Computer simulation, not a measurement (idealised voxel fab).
The name of this process module is voxel transistor to metal.
175 nm wide, 5 nm square cells: that's cross-section cut.
If you're reading a cross-section in this doc, picture square cells in a grid; it comes to you as bands, top ones listed first down to the bottom, and a band can be one or more rows of cells.
In this notation a band is specified by the heights of its top and bottom, in that order and in nm, after which its materials appear from left to right, each paired with its width in nm. The word "edge to edge" attached to a single material means that material fills the band from edge to edge; the word "air" stands for empty space.
Height is counted from the level 0, under which the received wafer is composed throughout of one material. The lowest of the bands is not closed at the bottom but continues downward, in the notation "0 nm and below".
Width "30->40": first value at the band's top row of cells, second value at its bottom row, equal change from row to row.
No cell of the cross-section changed in a step that is given as "no alteration".
Empty spaces counting at least 8 cells and having no open way to the top are listed in "Closed internal voids". The notation width x height at distance is used for each, the distance being from the left edge and all three values in nm.
Whatever follows a step's settings on its line is a remark the simulator itself makes about that step.
"overlay nm" on a masked step: distance the mask lay right of its planned place, negative for left.

[Intended process steps]
step 1: RECEIVE [material Si]
step 2: CONFORMAL_DEP [material SiO2] [thk nm 5]
step 3: CONFORMAL_DEP [material SiN] [thk nm 10]
step 4: PATTERN [tone cover] [mask id ACTIVE] [material resist] [width nm 115] [thk nm 15] [overlay nm 0]
step 5: DIRECTIONAL_ETCH [etch materials SiN] [depth nm 10]
step 6: DIRECTIONAL_ETCH [etch materials SiO2] [depth nm 5]
step 7: DIRECTIONAL_ETCH [etch materials Si] [depth nm 30]
step 8: STRIP [etch materials resist]
step 9: FILL_DEP [material SiO2] [thk nm 10]
step 10: CMP [height nm 15]
step 11: SELECTIVE_ETCH [etch materials SiO2] [depth nm 5]
step 12: STRIP [etch materials SiN]
step 13: SELECTIVE_ETCH [etch materials SiO2] [depth nm 5]
step 14: OXIDIZE [depth nm 5]
step 15: DIRECTIONAL_DEP [material polySi] [thk nm 25]
step 16: DIRECTIONAL_DEP [material SiCN] [thk nm 10]
step 17: DIRECTIONAL_DEP [material aC] [thk nm 15]
step 18: PATTERN [tone cover] [mask id GATE] [material resist] [width nm 25] [thk nm 30] [overlay nm 0]
step 19: DIRECTIONAL_ETCH [etch materials aC] [depth nm 15]
step 20: STRIP [etch materials resist]
step 21: DIRECTIONAL_ETCH [etch materials SiCN] [depth nm 20]
step 22: DIRECTIONAL_ETCH [etch materials polySi] [depth nm 35]
step 23: STRIP [etch materials aC]
step 24: CONFORMAL_DEP [material SiO2] [thk nm 5]
step 25: DIRECTIONAL_ETCH [etch materials SiO2] [depth nm 5]
step 26: CONFORMAL_DEP [material SiN] [thk nm 10]
step 27: DIRECTIONAL_ETCH [etch materials SiN] [depth nm 10]
step 28: DIRECTIONAL_ETCH [etch materials SiO2] [depth nm 5]
step 29: EPI [material SiGe] [thk nm 5]
step 30: FILL_DEP [material SiO2] [thk nm 5]
step 31: CMP [height nm 25]
step 32: STRIP [etch materials polySi]
step 33: SELECTIVE_ETCH [etch materials SiO2] [depth nm 5]
step 34: CONFORMAL_DEP [material HfO2] [thk nm 5]
step 35: CONFORMAL_DEP [material TiN] [thk nm 5]
step 36: FILL_DEP [material W] [thk nm 5]
step 37: CMP [height nm 20]
step 38: DIRECTIONAL_DEP [material SiO2] [thk nm 15]
step 39: DIRECTIONAL_DEP [material aC] [thk nm 10]
step 40: PATTERN [tone open] [mask id CONTACT] [material resist] [width nm 15] [pitch nm 80] [thk nm 25] [overlay nm 0]
step 41: DIRECTIONAL_ETCH [etch materials aC] [depth nm 10]
step 42: STRIP [etch materials resist]
step 43: DIRECTIONAL_ETCH [etch materials SiO2] [depth nm 35]
step 44: STRIP [etch materials aC]
step 45: CONFORMAL_DEP [material TiN] [thk nm 5]
step 46: FILL_DEP [material Ru] [thk nm 5]
step 47: CMP [height nm 35]
step 48: CONFORMAL_DEP [material SiN] [thk nm 5]
step 49: DIRECTIONAL_DEP [material SiO2] [thk nm 15]
step 50: MASKED_ETCH [tone open] [mask id METAL_1] [width nm 15] [pitch nm 80] [etch materials SiO2] [depth nm 15] [overlay nm 0]
step 51: MASKED_ETCH [tone open] [mask id METAL_1] [width nm 15] [pitch nm 80] [etch materials SiN] [depth nm 5] [overlay nm 0]
step 52: CONFORMAL_DEP [material TiN] [thk nm 5]
step 53: FILL_DEP [material Cu] [thk nm 10]
step 54: CMP [height nm 55]
step 55: EPI [material Ru] [thk nm 5]
step 56: FILL_DEP [material SiCN] [thk nm 5]
step 57: DIRECTIONAL_DEP [material SiO2] [thk nm 30]
step 58: MASKED_ETCH [tone open] [mask id METAL_2] [width nm 15] [pitch nm 80] [etch materials SiO2] [depth nm 20] [overlay nm 0]
step 59: PATTERN [tone open] [mask id METAL_2_HOLES] [material resist] [width nm 15] [pitch nm 80] [thk nm 20] [overlay nm 0]
step 60: DIRECTIONAL_ETCH [etch materials SiO2] [depth nm 10]
step 61: DIRECTIONAL_ETCH [etch materials SiCN] [depth nm 5]
step 62: STRIP [etch materials resist]
step 63: CONFORMAL_DEP [material TiN] [thk nm 5]
step 64: FILL_DEP [material Cu] [thk nm 10]
step 65: CMP [height nm 95]
step 66: CONFORMAL_DEP [material SiCN] [thk nm 5]

[The cross-section here shows the wafer as received, i.e. in its state after step 1]
  0 nm and below = Si edge to edge
  Closed internal voids: none

[The first of the two wafers as seen in cross-section once the module was finished; processing followed the plan]
  100 nm to 95 nm = SiCN edge to edge
  95 nm to 65 nm = 40 of SiO2; 5 of TiN; 5 of Cu; 5 of TiN; 65 of SiO2; 5 of TiN; 5 of Cu; 5 of TiN; 40 of SiO2
  65 nm to 60 nm = 40 of SiCN; 15 of TiN; 65 of SiCN; 15 of TiN; 40 of SiCN
  60 nm to 55 nm = 35 of SiCN; 25 of Ru; 55 of SiCN; 25 of Ru; 35 of SiCN
  55 nm to 40 nm = 40 of SiO2; 5 of TiN; 5 of Cu; 5 of TiN; 65 of SiO2; 5 of TiN; 5 of Cu; 5 of TiN; 40 of SiO2
  40 nm to 35 nm = 40 of SiN; 15 of TiN; 65 of SiN; 15 of TiN; 40 of SiN
  35 nm to 20 nm = 40 of SiO2; 5 of TiN; 5 of Ru; 5 of TiN; 65 of SiO2; 5 of TiN; 5 of Ru; 5 of TiN; 40 of SiO2
  20 nm to 5 nm = 40 of SiO2; 5 of TiN; 5 of Ru; 5 of TiN; 5 of SiO2; 10 of SiN; 5 of HfO2; 5 of TiN; 15 of W; 5 of TiN; 5 of HfO2; 10 of SiN; 5 of SiO2; 5 of TiN; 5 of Ru; 5 of TiN; 40 of SiO2
  5 nm to 0 nm = 30 of SiO2; 10 of SiN; 15 of TiN; 5 of SiO2; 10 of SiN; 5 of HfO2; 25 of TiN; 5 of HfO2; 10 of SiN; 5 of SiO2; 15 of TiN; 10 of SiN; 30 of SiO2
  0 nm to -5 nm = 40 of SiO2; 20 of SiGe; 10 of SiO2; 35 of HfO2; 10 of SiO2; 20 of SiGe; 40 of SiO2
  -5 nm to -30 nm = 30 of SiO2; 115 of Si; 30 of SiO2
  -30 nm and below = Si edge to edge
  Closed internal voids: none

[Presented here is a cross-section of the second of the two wafers as it stood at the end of the module. It was started in the same manner and assigned the same plan as the first wafer; however, one mistake was made in its execution]
  100 nm to 95 nm = SiCN edge to edge
  95 nm to 65 nm = 40 of SiO2; 5 of TiN; 5 of Cu; 5 of TiN; 65 of SiO2; 5 of TiN; 5 of Cu; 5 of TiN; 40 of SiO2
  65 nm to 60 nm = 40 of SiCN; 15 of TiN; 65 of SiCN; 15 of TiN; 40 of SiCN
  60 nm to 55 nm = 35 of SiCN; 25 of Ru; 55 of SiCN; 25 of Ru; 35 of SiCN
  55 nm to 40 nm = 40 of SiO2; 5 of TiN; 5 of Cu; 5 of TiN; 65 of SiO2; 5 of TiN; 5 of Cu; 5 of TiN; 40 of SiO2
  40 nm to 35 nm = 40 of SiN; 15 of TiN; 65 of SiN; 15 of TiN; 40 of SiN
  35 nm to 25 nm = 40 of SiO2; 5 of TiN; 5 of Ru; 5 of TiN; 65 of SiO2; 5 of TiN; 5 of Ru; 5 of TiN; 40 of SiO2
  25 nm to 20 nm = 40 of SiO2; 15 of TiN; 65 of SiO2; 15 of TiN; 40 of SiO2
  20 nm to 5 nm = HfO2 edge to edge
  5 nm to 0 nm = 25 of SiO2; 125 of HfO2; 25 of SiO2
  0 nm to -5 nm = SiO2 edge to edge
  -5 nm to -30 nm = 30 of SiO2; 115 of Si; 30 of SiO2
  -30 nm and below = Si edge to edge
  Closed internal voids: none
what went wrong: step 15: run off-plan, actual operation and settings DIRECTIONAL_DEP [material HfO2] [thk nm 25]
In the final state, the cell counts of the second wafer exceed or fall short of those of the first for the following materials: HfO2 +115; Ru -8; SiGe -8; SiN -20; SiO2 -43; TiN -27; W -9
